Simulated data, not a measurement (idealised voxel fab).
The following process module bears the name voxel quadruple lines.
The figure presents cross-section cut, which has a width of 275 nm and is divided into square cells with an edge length of 5 nm.
Cross-section spec: square-cell grid; bands listed top down; each band is one or more rows.
Band: top height; bottom height; in nm. Then, left to right: material with width in nm, for each material. "everywhere": a single material spanning edge to edge. "air": empty space.
Where do heights start? At 0: under that level the wafer as delivered is made of one material only. And the lowest band has no floor; it just carries on downward, as in "0 -> down".
Think of "30 to 40" as a width that walks from the first number to the second as you go down the band, top row to bottom row, taking equal-sized steps from row to row.
The designation "no modifications", where it is given for a processing step, indicates that no cell of the cross-section was altered in the course of that step.
The label "Sealed internal voids" introduces a list of the empty spaces, 8 cells or larger, that have no open way up to the top; each entry in it reads width x height at distance, where the distance is taken from the left edge and all three are stated in nm.
Post-settings text on a step line: simulator's own remark regarding the step.
A step line may carry the setting "overlay nm", which, for steps involving a mask, states the distance by which the mask lay to the right of its intended position; negative values denote displacement to the left.

Here's what the planned process steps look like
- 1: RECEIVE, material Si
- 2: CONFORMAL_DEP, material SiO2, thk nm 5
- 3: DIRECTIONAL_DEP, material Ru, thk nm 15
- 4: DIRECTIONAL_DEP, material polySi, thk nm 20
- 5: DIRECTIONAL_DEP, material aC, thk nm 20
- 6: PATTERN, tone cover, mask id MANDREL, material resist, width nm 30, thk nm 30, overlay nm 0
- 7: DIRECTIONAL_ETCH, etch materials aC, depth nm 20
- 8: STRIP, etch materials resist
- 9: CONFORMAL_DEP, material SiO2, thk nm 10
- 10: DIRECTIONAL_ETCH, etch materials SiO2, depth nm 10
- 11: STRIP, etch materials aC
- 12: DIRECTIONAL_ETCH, etch materials polySi, depth nm 20
- 13: STRIP, etch materials SiO2
- 14: CONFORMAL_DEP, material SiN, thk nm 10
- 15: DIRECTIONAL_ETCH, etch materials SiN, depth nm 10
- 16: STRIP, etch materials polySi
- 17: DIRECTIONAL_ETCH, etch materials Ru, depth nm 15
- 18: STRIP, etch materials SiN

As-received state of the wafer in cross-section, equivalent to post-step 1
* 0 -> down: Si everywhere
* Sealed internal voids: none

Result of the module, cross-sectioned: start per above, plan per above, one error in how it was run
* 20 -> 10: air 100 nm | Ru 10 nm | air 10 nm | Ru 10 nm | air 10 nm | Ru 10 nm | air 10 nm | Ru 10 nm | air 105 nm
* 10 -> 5: Ru everywhere
* 5 -> 0: SiO2 everywhere
* 0 -> down: Si everywhere
* Sealed internal voids: none
What was done differently from what was planned? step 17 was processed under conditions differing from the plan, specifically as DIRECTIONAL_ETCH, etch materials Ru, depth nm 10
